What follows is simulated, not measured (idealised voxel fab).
process module | voxel wiring stack
cross-section cut | 290 nm wide | cells 5 nm
A cross-section is a grid of square cells, given in bands from the top down. A band is one or more rows of cells.
Each band's line starts with the height of the band's top and of its bottom, in nm. Then come its materials from left to right, each with its width in nm. One material with "throughout" fills the band from edge to edge. "air" is empty space.
Height 0 is the level under which the wafer as received is all one material. The lowest band goes on downwards, as in "0 down".
A width such as "30 to 40" changes by the same amount from each row of cells to the next, from the band's top row to its bottom row.
"no change" after a step means that no cell of the cross-section changed.
closed voids: empty space of 8 cells or more with no open way to the top, each as width x height at its distance from the left edge, in nm
after a step's settings: what the simulator itself notes on the step
overlay nm, on a step with a mask: how far to the right of its planned place the mask lay; to the left if negative
plan
1 op RECEIVE | material Si
2 op CONFORMAL_DEP | material SiO2 | thk nm 15
3 op CONFORMAL_DEP | material SiCN | thk nm 5
4 op DIRECTIONAL_DEP | material SiO2 | thk nm 20
5 op PATTERN | tone open | mask id METAL_1 | material resist | width nm 30 | pitch nm 50 | thk nm 15 | overlay nm 0
6 op DIRECTIONAL_ETCH | etch materials SiO2 | depth nm 20
7 op DIRECTIONAL_ETCH | etch materials SiCN | depth nm 5
8 op STRIP | etch materials resist
9 op CONFORMAL_DEP | material TiN | thk nm 5
10 op FILL_DEP | material Cu | thk nm 5
11 op CMP | height nm 40
12 op EPI | material Ru | thk nm 5
13 op FILL_DEP | material SiCN | thk nm 5
14 op DIRECTIONAL_DEP | material lowk | thk nm 20
15 op DIRECTIONAL_DEP | material aC | thk nm 15
16 op PATTERN | tone open | mask id PLUG_1 | material resist | width nm 15 | pitch nm 50 | thk nm 35 | overlay nm 0
17 op DIRECTIONAL_ETCH | etch materials aC | depth nm 15
18 op STRIP | etch materials resist
19 op DIRECTIONAL_ETCH | etch materials lowk | depth nm 20
20 op DIRECTIONAL_ETCH | etch materials SiCN | depth nm 5
21 op STRIP | etch materials aC
22 op CONFORMAL_DEP | material TiN | thk nm 5
23 op FILL_DEP | material Ru | thk nm 5
24 op CMP | height nm 70
25 op CONFORMAL_DEP | material SiN | thk nm 5
26 op DIRECTIONAL_DEP | material lowk | thk nm 15
27 op MASKED_ETCH | tone open | mask id METAL_2 | width nm 30 | pitch nm 50 | etch materials lowk | depth nm 15 | overlay nm 0
28 op MASKED_ETCH | tone open | mask id METAL_2 | width nm 30 | pitch nm 50 | etch materials SiN | depth nm 5 | overlay nm -15
29 op CONFORMAL_DEP | material TiN | thk nm 5
30 op FILL_DEP | material Cu | thk nm 10
31 op CMP | height nm 90
32 op CONFORMAL_DEP | material SiCN | thk nm 5
varied across the wafers: overlay nm of step 28. The plan shows the first wafer's value. All wafers start alike
first wafer as received, after step 1
  0 down: Si throughout
  closed voids: none
first wafer at the end, after step 32
  95 to 90: SiCN throughout
  90 to 80: lowk 55 | TiN 5 | Cu 20 | TiN 5 | lowk 20 | TiN 5 | Cu 20 | TiN 5 | lowk 20 | TiN 5 | Cu 20 | TiN 5 | lowk 20 | TiN 5 | Cu 20 | TiN 5 | lowk 55
  80 to 75: lowk 55 | TiN 5 | Cu 5 | TiN 20 | lowk 20 | TiN 5 | Cu 5 | TiN 20 | lowk 20 | TiN 5 | Cu 5 | TiN 20 | lowk 20 | TiN 5 | Cu 5 | TiN 20 | lowk 55
  75 to 70: SiN 55 | TiN 15 | SiN 35 | TiN 15 | SiN 35 | TiN 15 | SiN 35 | TiN 15 | SiN 70
  70 to 50: lowk 55 | TiN 5 | Ru 5 | TiN 5 | lowk 35 | TiN 5 | Ru 5 | TiN 5 | lowk 35 | TiN 5 | Ru 5 | TiN 5 | lowk 35 | TiN 5 | Ru 5 | TiN 5 | lowk 70
  50 to 45: SiCN 55 | TiN 15 | SiCN 35 | TiN 15 | SiCN 35 | TiN 15 | SiCN 35 | TiN 15 | SiCN 70
  45 to 40: SiCN 50 | Ru 40 | SiCN 10 | Ru 40 | SiCN 10 | Ru 40 | SiCN 10 | Ru 40 | SiCN 50
  40 to 20: SiO2 55 | TiN 5 | Cu 20 | TiN 5 | SiO2 20 | TiN 5 | Cu 20 | TiN 5 | SiO2 20 | TiN 5 | Cu 20 | TiN 5 | SiO2 20 | TiN 5 | Cu 20 | TiN 5 | SiO2 55
  20 to 15: SiCN 55 | TiN 30 | SiCN 20 | TiN 30 | SiCN 20 | TiN 30 | SiCN 20 | TiN 30 | SiCN 55
  15 to 0: SiO2 throughout
  0 down: Si throughout
  closed voids: none
last wafer at the end
  95 to 90: SiCN throughout
  90 to 80: lowk 55 | TiN 5 | Cu 20 | TiN 5 | lowk 20 | TiN 5 | Cu 20 | TiN 5 | lowk 20 | TiN 5 | Cu 20 | TiN 5 | lowk 20 | TiN 5 | Cu 20 | TiN 5 | lowk 55
  80 to 75: lowk 55 | TiN 20 | Cu 5 | TiN 5 | lowk 20 | TiN 20 | Cu 5 | TiN 5 | lowk 20 | TiN 20 | Cu 5 | TiN 5 | lowk 20 | TiN 20 | Cu 5 | TiN 5 | lowk 55
  75 to 70: SiN 70 | TiN 15 | SiN 35 | TiN 15 | SiN 35 | TiN 15 | SiN 35 | TiN 15 | SiN 55
  70 to 50: lowk 55 | TiN 5 | Ru 5 | TiN 5 | lowk 35 | TiN 5 | Ru 5 | TiN 5 | lowk 35 | TiN 5 | Ru 5 | TiN 5 | lowk 35 | TiN 5 | Ru 5 | TiN 5 | lowk 70
  50 to 45: SiCN 55 | TiN 15 | SiCN 35 | TiN 15 | SiCN 35 | TiN 15 | SiCN 35 | TiN 15 | SiCN 70
  45 to 40: SiCN 50 | Ru 40 | SiCN 10 | Ru 40 | SiCN 10 | Ru 40 | SiCN 10 | Ru 40 | SiCN 50
  40 to 20: SiO2 55 | TiN 5 | Cu 20 | TiN 5 | SiO2 20 | TiN 5 | Cu 20 | TiN 5 | SiO2 20 | TiN 5 | Cu 20 | TiN 5 | SiO2 20 | TiN 5 | Cu 20 | TiN 5 | SiO2 55
  20 to 15: SiCN 55 | TiN 30 | SiCN 20 | TiN 30 | SiCN 20 | TiN 30 | SiCN 20 | TiN 30 | SiCN 55
  15 to 0: SiO2 throughout
  0 down: Si throughout
  closed voids: none
each wafer at the end: cells of each material gained (+) or lost (-) since it was received, then its closed voids
overlay nm -15 | +100 Cu | +48 Ru | +164 SiCN | +46 SiN | +310 SiO2 | +148 TiN | +286 lowk | closed voids: none
overlay nm -10 | +104 Cu | +48 Ru | +164 SiCN | +42 SiN | +310 SiO2 | +148 TiN | +286 lowk | closed voids: none
overlay nm -5 | +108 Cu | +48 Ru | +164 SiCN | +38 SiN | +310 SiO2 | +148 TiN | +286 lowk | closed voids: none
overlay nm 0 | +112 Cu | +48 Ru | +164 SiCN | +34 SiN | +310 SiO2 | +148 TiN | +286 lowk | closed voids: none
overlay nm 5 | +108 Cu | +48 Ru | +164 SiCN | +38 SiN | +310 SiO2 | +148 TiN | +286 lowk | closed voids: none
overlay nm 10 | +104 Cu | +48 Ru | +164 SiCN | +42 SiN | +310 SiO2 | +148 TiN | +286 lowk | closed voids: none
overlay nm 15 | +100 Cu | +48 Ru | +164 SiCN | +46 SiN | +310 SiO2 | +148 TiN | +286 lowk | closed voids: none
